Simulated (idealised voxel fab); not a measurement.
voxel transistor to metal: a process module
We display cut, a cross-section 300 nm in width whose square cells are each 5 nm.
Heads up, the way a cross-section reads in here is a grid of square cells, handed over as bands from the top down, with every band being one or more rows of cells. The entry gives the band's vertical extent as a top height and a bottom height in nm, then its horizontal make-up as materials from left to right, each with a width in nm. "blank" stands for empty space; a single material marked "full width" fills the band edge to edge. Heights are reckoned from 0. Under this level, the received wafer is all of one material. The bottommost band is open-ended downward, for example "0 down". It should be noted that a width expressed as "30->40" varies in equal increments from row to row of cells within the band, taking the value of the first number at the top row and that of the second number at the bottom row. "nothing changed" means the step left every cell of the cross-section as it was. Closed empty spaces (no open way to the top) of 8 cells or more are what "Sealed void list" lists, each as width x height at distance from the left edge, nm for all three. On a step's line, text after the settings is the simulator commenting on that step. overlay nm: right-of-plan distance of the mask on a masked step; negative values mean left-of-plan.
Process steps (planned)
| 1 | RECEIVE | material Si |
| 2 | CONFORMAL_DEP | material SiO2 | thk nm 5 |
| 3 | CONFORMAL_DEP | material SiN | thk nm 15 |
| 4 | MASKED_ETCH | tone cover | mask id ACTIVE | width nm 105 | pitch nm 125 | etch materials SiN | depth nm 15 | overlay nm 0 |
| 5 | MASKED_ETCH | tone cover | mask id ACTIVE | width nm 105 | pitch nm 125 | etch materials SiO2 | depth nm 5 | overlay nm 0 |
| 6 | MASKED_ETCH | tone cover | mask id ACTIVE | width nm 105 | pitch nm 125 | etch materials Si | depth nm 30 | overlay nm 0 |
| 7 | OXIDIZE | depth nm 5 |
| 8 | FILL_DEP | material SiO2 | thk nm 15 |
| 9 | CMP | height nm 20 |
| 10 | SELECTIVE_ETCH | etch materials SiO2 | depth nm 10 |
| 11 | STRIP | etch materials SiN |
| 12 | SELECTIVE_ETCH | etch materials SiO2 | depth nm 5 |
| 13 | OXIDIZE | depth nm 5 |
| 14 | DIRECTIONAL_DEP | material polySi | thk nm 30 |
| 15 | DIRECTIONAL_DEP | material SiCN | thk nm 15 |
| 16 | DIRECTIONAL_DEP | material aC | thk nm 10 |
| 17 | PATTERN | tone cover | mask id GATE | material resist | width nm 25 | pitch nm 125 | thk nm 25 | overlay nm 0 |
| 18 | DIRECTIONAL_ETCH | etch materials aC | depth nm 10 |
| 19 | STRIP | etch materials resist |
| 20 | DIRECTIONAL_ETCH | etch materials SiCN | depth nm 25 |
| 21 | DIRECTIONAL_ETCH | etch materials polySi | depth nm 40 |
| 22 | STRIP | etch materials aC |
| 23 | CONFORMAL_DEP | material SiN | thk nm 5 |
| 24 | DIRECTIONAL_ETCH | etch materials SiN | depth nm 5 |
| 25 | DIRECTIONAL_ETCH | etch materials SiO2 | depth nm 5 |
| 26 | DIRECTIONAL_ETCH | etch materials Si | depth nm 15 |
| 27 | EPI | material pSi | thk nm 20 |
| 28 | FILL_DEP | material SiO2 | thk nm 5 |
| 29 | CMP | height nm 30 |
| 30 | STRIP | etch materials polySi |
| 31 | SELECTIVE_ETCH | etch materials SiO2 | depth nm 5 |
| 32 | CONFORMAL_DEP | material HfO2 | thk nm 5 |
| 33 | CONFORMAL_DEP | material TiN | thk nm 5 |
| 34 | FILL_DEP | material W | thk nm 5 |
| 35 | CMP | height nm 25 |
| 36 | DIRECTIONAL_DEP | material SiO2 | thk nm 10 |
| 37 | DIRECTIONAL_DEP | material aC | thk nm 10 |
| 38 | PATTERN | tone open | mask id CONTACT | material resist | width nm 20 | thk nm 25 | overlay nm 0 |
| 39 | DIRECTIONAL_ETCH | etch materials aC | depth nm 10 |
| 40 | STRIP | etch materials resist |
| 41 | DIRECTIONAL_ETCH | etch materials SiO2 | depth nm 35 |
| 42 | STRIP | etch materials aC |
| 43 | CONFORMAL_DEP | material TiN | thk nm 5 |
| 44 | FILL_DEP | material Ru | thk nm 10 |
| 45 | CMP | height nm 35 |
| 46 | DIRECTIONAL_DEP | material TiN | thk nm 5 |
| 47 | DIRECTIONAL_DEP | material Ru | thk nm 15 |
| 48 | MASKED_ETCH | tone cover | mask id METAL_1 | width nm 20 | etch materials Ru | depth nm 15 | overlay nm 0 |
| 49 | MASKED_ETCH | tone cover | mask id METAL_1 | width nm 20 | etch materials TiN | depth nm 5 | overlay nm 0 |
| 50 | CONFORMAL_DEP | material SiN | thk nm 5 |
| 51 | FILL_DEP | material SiO2 | thk nm 10 |
| 52 | CMP | height nm 55 |
| 53 | CONFORMAL_DEP | material SiCN | thk nm 5 |
| 54 | DIRECTIONAL_DEP | material lowk | thk nm 30 |
| 55 | DIRECTIONAL_DEP | material aC | thk nm 10 |
| 56 | PATTERN | tone open | mask id METAL_2_HOLES | material resist | width nm 15 | pitch nm 125 | thk nm 30 | overlay nm 0 |
| 57 | DIRECTIONAL_ETCH | etch materials aC | depth nm 10 |
| 58 | STRIP | etch materials resist |
| 59 | DIRECTIONAL_ETCH | etch materials lowk | depth nm 30 |
| 60 | STRIP | etch materials aC |
| 61 | PATTERN | tone open | mask id METAL_2 | material resist | width nm 20 | pitch nm 125 | thk nm 20 | overlay nm 0 |
| 62 | DIRECTIONAL_ETCH | etch materials lowk | depth nm 15 |
| 63 | DIRECTIONAL_ETCH | etch materials SiCN | depth nm 5 |
| 64 | STRIP | etch materials resist |
| 65 | CONFORMAL_DEP | material TiN | thk nm 5 |
| 66 | FILL_DEP | material Cu | thk nm 10 |
| 67 | CMP | height nm 90 |
| 68 | CONFORMAL_DEP | material SiCN | thk nm 5 |
As-received state of the wafer in cross-section, equivalent to post-step 1
	0 down: Si full width
	Sealed void list: none
Wafer cross-section at end of module: start and plan as shown above, one execution error
	95 to 90: SiCN full width
	90 to 75: lowk (40) | TiN (5) | Cu (5) | TiN (5) | lowk (110) | TiN (5) | Cu (5) | TiN (5) | lowk (120)
	75 to 70: SiCN (40) | TiN (15) | SiCN (110) | TiN (15) | SiCN (120)
	70 to 60: SiO2 full width
	60 to 55: SiO2 (35) | SiN (30) | SiO2 (45) | SiN (30) | SiO2 (20) | SiN (30) | SiO2 (45) | SiN (30) | SiO2 (35)
	55 to 40: SiO2 (35) | SiN (5) | Ru (20) | SiN (5) | SiO2 (45) | SiN (5) | Ru (20) | SiN (5) | SiO2 (20) | SiN (5) | Ru (20) | SiN (5) | SiO2 (45) | SiN (5) | Ru (20) | SiN (5) | SiO2 (35)
	40 to 35: SiN (40) | TiN (20) | SiN (55) | TiN (20) | SiN (30) | TiN (20) | SiN (55) | TiN (20) | SiN (40)
	35 to 25: SiO2 (40) | TiN (5) | Ru (10) | TiN (5) | SiO2 (55) | TiN (5) | Ru (10) | TiN (5) | SiO2 (30) | TiN (5) | Ru (10) | TiN (5) | SiO2 (55) | TiN (5) | Ru (10) | TiN (5) | SiO2 (40)
	25 to 20: SiO2 (40) | TiN (5) | Ru (10) | TiN (5) | SiO2 (10) | SiN (5) | HfO2 (5) | TiN (5) | W (5) | TiN (5) | HfO2 (5) | SiN (5) | SiO2 (10) | TiN (5) | Ru (10) | TiN (5) | SiO2 (30) | TiN (5) | Ru (10) | TiN (5) | SiO2 (10) | SiN (5) | HfO2 (5) | TiN (5) | W (5) | TiN (5) | HfO2 (5) | SiN (5) | SiO2 (10) | TiN (5) | Ru (10) | TiN (5) | SiO2 (40)
	20 to 15: SiO2 (40) | TiN (20) | SiO2 (10) | SiN (5) | HfO2 (5) | TiN (5) | W (5) | TiN (5) | HfO2 (5) | SiN (5) | SiO2 (10) | TiN (20) | SiO2 (30) | TiN (20) | SiO2 (10) | SiN (5) | HfO2 (5) | TiN (5) | W (5) | TiN (5) | HfO2 (5) | SiN (5) | SiO2 (10) | TiN (20) | SiO2 (40)
	15 to 5: SiO2 (40) | TiN (10) | pSi (20) | SiN (5) | HfO2 (5) | TiN (5) | W (5) | TiN (5) | HfO2 (5) | SiN (5) | pSi (20) | TiN (10) | SiO2 (30) | TiN (10) | pSi (20) | SiN (5) | HfO2 (5) | TiN (5) | W (5) | TiN (5) | HfO2 (5) | SiN (5) | pSi (20) | TiN (10) | SiO2 (40)
	5 to 0: SiO2 (30) | SiN (5) | SiO2 (5) | TiN (10) | pSi (20) | SiN (5) | HfO2 (5) | TiN (15) | HfO2 (5) | SiN (5) | pSi (20) | TiN (10) | SiO2 (5) | SiN (5) | SiO2 (10) | SiN (5) | SiO2 (5) | TiN (10) | pSi (20) | SiN (5) | HfO2 (5) | TiN (15) | HfO2 (5) | SiN (5) | pSi (20) | TiN (10) | SiO2 (5) | SiN (5) | SiO2 (30)
	0 to -5: SiO2 (35) | pSi (35) | HfO2 (35) | pSi (35) | SiO2 (20) | pSi (35) | HfO2 (35) | pSi (35) | SiO2 (35)
	-5 to -20: SiO2 (40) | pSi (30) | Si (35) | pSi (30) | SiO2 (30) | pSi (30) | Si (35) | pSi (30) | SiO2 (40)
	-20 to -35: SiO2 (40) | Si (95) | SiO2 (30) | Si (95) | SiO2 (40)
	-35 down: Si full width
	Sealed void list: none
Short version of what went wrong: with respect to the plan, step 52 was omitted and not executed
